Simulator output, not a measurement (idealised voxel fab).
The document below concerns the process module designated voxel plated lines.
For reference, the cross-section in this document is cut, with width 215 nm and square cells of 5 nm.
In what follows, cross-sections appear as grids of square cells, described through bands that run from the top down, where every band is one or more rows of cells. It is stipulated that each band's entry specify, in nanometres, the height of the top of the band and then that of its bottom, followed by the materials of the band in left-to-right sequence, each together with its width in nanometres. A single material marked by the word "everywhere" is understood to fill the band from edge to edge; the word "air" is understood to denote empty space. Height 0 is the level under which the wafer as received is all one material. The lowest band goes on downwards, as in "0 down". A width such as "30..40" changes by the same amount from each row of cells to the next, from the band's top row to its bottom row. "no modifications", as given for a step, is the statement that not any cell of the cross-section underwent a change during that step. Entry "Trapped cavities". Content: empty spaces with no open connection to the top, size 8 cells or greater. Each: width x height at distance. Distance: from left edge. Unit: nm. Read whatever lies past the settings on a step's line as the simulator's own remark about the step. The optional step-line setting "overlay nm" applies to steps with a mask and quantifies how far to the right of its planned location the mask lay, a negative value indicating leftward placement.

Set out below are the planned steps of the process
1) RECEIVE with material Si
2) CONFORMAL_DEP with material SiO2, thk nm 5
3) DIRECTIONAL_DEP with material TiN, thk nm 5
4) PATTERN with tone open, mask id LINES, material resist, width nm 30, pitch nm 60, thk nm 35, overlay nm 0
5) EPI with material Ru, thk nm 10
6) EPI with material Ru, thk nm 5
7) EPI with material Ru, thk nm 10
8) STRIP with etch materials resist
9) DIRECTIONAL_ETCH with etch materials TiN, depth nm 5
10) CONFORMAL_DEP with material SiCN, thk nm 5

Delivered wafer in cross-section: state after step 1
	0 down = Si everywhere
	Trapped cavities: none

Wafer at module end, in section. Began as above, planned as above, run with one mistake
	40 to 35 = SiCN 65 nm; air 20 nm; SiCN 40 nm; air 20 nm; SiCN 70 nm
	35 to 10 = Ru 60 nm; SiCN 5 nm; air 20 nm; SiCN 5 nm; Ru 30 nm; SiCN 5 nm; air 20 nm; SiCN 5 nm; Ru 65 nm
	10 to 5 = TiN 60 nm; SiCN 30 nm; TiN 30 nm; SiCN 30 nm; TiN 65 nm
	5 to 0 = SiO2 everywhere
	0 down = Si everywhere
	Trapped cavities: none
Nonconformance to the process plan: the process deviated at step 4: the operation and settings actually run there were PATTERN with tone cover, mask id LINES, material resist, width nm 30, pitch nm 60, thk nm 35, overlay nm 0
